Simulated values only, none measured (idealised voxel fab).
Process module, titled voxel tone inversion
In the cross-section labelled cut, the width is 195 nm and each square cell is 5 nm.
We lay out every cross-section as a grid of square cells and spell it out in bands from the top down, where one band means one or more rows of cells.
Basically the band line says how high the top is and how high the bottom is, in nm, and then what's in it from left to right, every material with its width in nm. Empty space shows up as "air", and if a single material carries "full width" it runs the full band edge to edge.
The reference from which all heights are counted is 0, the level beneath which the as-received wafer is entirely one material; the lowest band, having no lower bound, proceeds downward and is written after the example "0 down".
Quick explanation for "30 to 40": the width changes in equal steps down the rows of cells, from the first number in the band's top row to the second number in its bottom row.
No cell of the cross-section changed in a step that is given as "remains unaltered".
"Fully closed voids" contains a list of empty spaces, each no smaller than 8 cells and without an open way to the top, written in the form width x height at distance with the distance from the left edge and all three in nm.
Heads up: the bit after the settings on a step's line is the simulator's remark on that step.
"overlay nm" answers the question of how far to the right of plan the mask lay on a step that has a mask, and when it is negative the answer is to the left.

[Steps in the process plan]
1. RECEIVE | material Si
2. CONFORMAL_DEP | material SiCN | thk nm 10
3. DIRECTIONAL_DEP | material aC | thk nm 20
4. PATTERN | tone cover | mask id POSTS | material resist | width nm 15 | pitch nm 45 | thk nm 25 | overlay nm -15
5. DIRECTIONAL_ETCH | etch materials aC | depth nm 20
6. STRIP | etch materials resist
7. FILL_DEP | material lowk | thk nm 5
8. CMP | height nm 30
9. STRIP | etch materials aC
10. CONFORMAL_DEP | material TiN | thk nm 5
11. FILL_DEP | material Cu | thk nm 5
12. CMP | height nm 30
13. CONFORMAL_DEP | material SiCN | thk nm 5
All wafers enter the flow in the same state. The overlay nm at step 4 differs from wafer to wafer, and the plan gives the value for the first wafer.

[After step 1, as received: first of several wafers, cross-section]
0 down | Si full width
Fully closed voids: none

[First of several wafers: cross-section at the end of the module, after step 13, its last step]
35 to 30 | SiCN full width
30 to 15 | lowk (30)  TiN (5)  Cu (5)  TiN (5)  lowk (30)  TiN (5)  Cu (5)  TiN (5)  lowk (30)  TiN (5)  Cu (5)  TiN (5)  lowk (60)
15 to 10 | lowk (30)  TiN (15)  lowk (30)  TiN (15)  lowk (30)  TiN (15)  lowk (60)
10 to 0 | SiCN full width
0 down | Si full width
Fully closed voids: none

[last wafer at the end]
35 to 30 | SiCN full width
30 to 15 | lowk (60)  TiN (5)  Cu (5)  TiN (5)  lowk (30)  TiN (5)  Cu (5)  TiN (5)  lowk (30)  TiN (5)  Cu (5)  TiN (5)  lowk (30)
15 to 10 | lowk (60)  TiN (15)  lowk (30)  TiN (15)  lowk (30)  TiN (15)  lowk (30)
10 to 0 | SiCN full width
0 down | Si full width
Fully closed voids: none

[Where each wafer stands at the end of the module, a row apiece: cells of each material gained (+) or lost (-) since it was received, then closed voids]
overlay nm -15 | +9 Cu | +117 SiCN | +27 TiN | +120 lowk | Fully closed voids: none
overlay nm -10 | +9 Cu | +117 SiCN | +27 TiN | +120 lowk | Fully closed voids: none
overlay nm -5 | +9 Cu | +117 SiCN | +27 TiN | +120 lowk | Fully closed voids: none
overlay nm 0 | +9 Cu | +117 SiCN | +27 TiN | +120 lowk | Fully closed voids: none
overlay nm 5 | +9 Cu | +117 SiCN | +27 TiN | +120 lowk | Fully closed voids: none
overlay nm 10 | +9 Cu | +117 SiCN | +27 TiN | +120 lowk | Fully closed voids: none
overlay nm 15 | +9 Cu | +117 SiCN | +27 TiN | +120 lowk | Fully closed voids: none
